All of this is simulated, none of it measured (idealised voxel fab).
The following process module bears the name voxel ribs on slabs.
Square cells of 5 nm make up the cross-section cut, whose width is 290 nm.
Format of a cross-section: grid, square cells. Given as bands. Order: top down. Band: one or more rows of cells. Per band: top height and bottom height in nm, followed by the left-to-right materials and their widths in nm; "edge to edge" marks a single material spanning edge to edge, "blank" marks empty space. Basically, 0 is our baseline, since under it the wafer straight out of the box is all one material. The bottom band has no lower end and keeps on going down, so it looks like "from 0 down". So if you see something like "30 to 40" for the width, read it as the top row of the band sitting at the first number and the bottom row at the second, with every row in between moving by the same amount as the last. "no change occurred" -> step changed no cross-section cell. The entry "Closed internal cavities" lists the empty spaces that cover at least 8 cells and have no open path to the top. Each is written as width x height at distance, where the distance is measured from the left edge and all three values are in nm. Read whatever lies past the settings on a step's line as the simulator's own remark about the step. A step's line can hold "overlay nm"; with a mask on that step, the setting says how far right of the planned place the mask lay, while a negative setting says it lay to the left.
[plan]
1) RECEIVE [material Si]
2) DIRECTIONAL_DEP [material SiO2] [thk nm 30]
3) DIRECTIONAL_DEP [material polySi] [thk nm 20]
4) DIRECTIONAL_DEP [material aC] [thk nm 15]
5) PATTERN [tone cover] [mask id RIB] [material resist] [width nm 25] [thk nm 30] [overlay nm 0]
6) DIRECTIONAL_ETCH [etch materials aC] [depth nm 15]
7) STRIP [etch materials resist]
8) DIRECTIONAL_ETCH [etch materials polySi] [depth nm 10]
9) STRIP [etch materials aC]
10) MASKED_ETCH [tone cover] [mask id SLAB] [width nm 65] [etch materials polySi] [depth nm 10] [overlay nm 0]
11) FILL_DEP [material SiO2] [thk nm 30]
12) CMP [height nm 70]
13) DIRECTIONAL_DEP [material W] [thk nm 10]
14) DIRECTIONAL_DEP [material aC] [thk nm 15]
15) PATTERN [tone cover] [mask id HEATER] [material resist] [width nm 35] [thk nm 35] [overlay nm 0]
16) DIRECTIONAL_ETCH [etch materials aC] [depth nm 15]
17) STRIP [etch materials resist]
18) DIRECTIONAL_ETCH [etch materials W] [depth nm 10]
19) STRIP [etch materials aC]
20) CONFORMAL_DEP [material SiO2] [thk nm 10]
[Account of the first of two wafers, which was processed as intended]
[Wafer cross-section on receipt, i.e. after step 1]
* from 0 down | Si edge to edge
* Closed internal cavities: none
[Cross-section: wafer state after step 2]
* from 30 to 0 | SiO2 edge to edge
* Whatever lies below 0 is exactly as it was before.
[Cross-section: wafer state after step 3]
* from 50 to 30 | polySi edge to edge
* Whatever lies below 30 is exactly as it was before.
[Cross-section: wafer state after step 4]
* from 65 to 50 | aC edge to edge
* Whatever lies below 50 is exactly as it was before.
[Cross-section: wafer state after step 5]
* from 95 to 65 | 130 nm blank  25 nm resist  135 nm blank
* Whatever lies below 65 is exactly as it was before.
[Cross-section: wafer state after step 6]
* from 80 to 65 | 130 nm blank  25 nm resist  135 nm blank
* from 65 to 50 | 130 nm blank  25 nm aC  135 nm blank
* Whatever lies below 50 is exactly as it was before.
[Cross-section: wafer state after step 7]
* from 65 to 50 | 130 nm blank  25 nm aC  135 nm blank
* Whatever lies below 50 is exactly as it was before.
[Cross-section: wafer state after step 8]
* from 65 to 50 | 130 nm blank  25 nm aC  135 nm blank
* from 50 to 40 | 130 nm blank  25 nm polySi  135 nm blank
* Whatever lies below 40 is exactly as it was before.
[Cross-section: wafer state after step 9]
* from 50 to 40 | 130 nm blank  25 nm polySi  135 nm blank
* Whatever lies below 40 is exactly as it was before.
[Cross-section: wafer state after step 10]
* from 50 to 40 | 130 nm blank  25 nm polySi  135 nm blank
* from 40 to 30 | 110 nm blank  65 nm polySi  115 nm blank
* Whatever lies below 30 is exactly as it was before.
[Cross-section: wafer state after step 11]
* from 80 to 50 | SiO2 edge to edge
* from 50 to 40 | 130 nm SiO2  25 nm polySi  135 nm SiO2
* from 40 to 30 | 110 nm SiO2  65 nm polySi  115 nm SiO2
* Whatever lies below 30 is exactly as it was before.
[Cross-section: wafer state after step 12]
* from 70 to 50 | SiO2 edge to edge
* Whatever lies below 50 is exactly as it was before.
[Cross-section: wafer state after step 13]
* from 80 to 70 | W edge to edge
* Whatever lies below 70 is exactly as it was before.
[Cross-section: wafer state after step 14]
* from 95 to 80 | aC edge to edge
* Whatever lies below 80 is exactly as it was before.
[Cross-section: wafer state after step 15]
* from 130 to 95 | 125 nm blank  35 nm resist  130 nm blank
* Whatever lies below 95 is exactly as it was before.
[Cross-section: wafer state after step 16]
* from 115 to 95 | 125 nm blank  35 nm resist  130 nm blank
* from 95 to 80 | 125 nm blank  35 nm aC  130 nm blank
* Whatever lies below 80 is exactly as it was before.
[Cross-section: wafer state after step 17]
* from 95 to 80 | 125 nm blank  35 nm aC  130 nm blank
* Whatever lies below 80 is exactly as it was before.
[Cross-section: wafer state after step 18]
* from 95 to 80 | 125 nm blank  35 nm aC  130 nm blank
* from 80 to 70 | 125 nm blank  35 nm W  130 nm blank
* Whatever lies below 70 is exactly as it was before.
[Cross-section: wafer state after step 19]
* from 80 to 70 | 125 nm blank  35 nm W  130 nm blank
* Whatever lies below 70 is exactly as it was before.
[Cross-section: wafer state after step 20]
* from 90 to 80 | 115 nm blank  55 nm SiO2  120 nm blank
* from 80 to 70 | 125 nm SiO2  35 nm W  130 nm SiO2
* Whatever lies below 70 is exactly as it was before.
[Companion wafer, the second of two: same beginning, same intended sequence, one mistake in carrying it out; through step 19 inclusive it tracks the first exactly]
Here is the second wafer in cross-section at the point where step 20 of the plan should have been done: no change occurred
Want to know what went wrong? with respect to the plan, step 20 was omitted and not executed
Once processing is complete, comparing cell counts shows that the second wafer has more or fewer of certain materials than the first: SiO2 -124
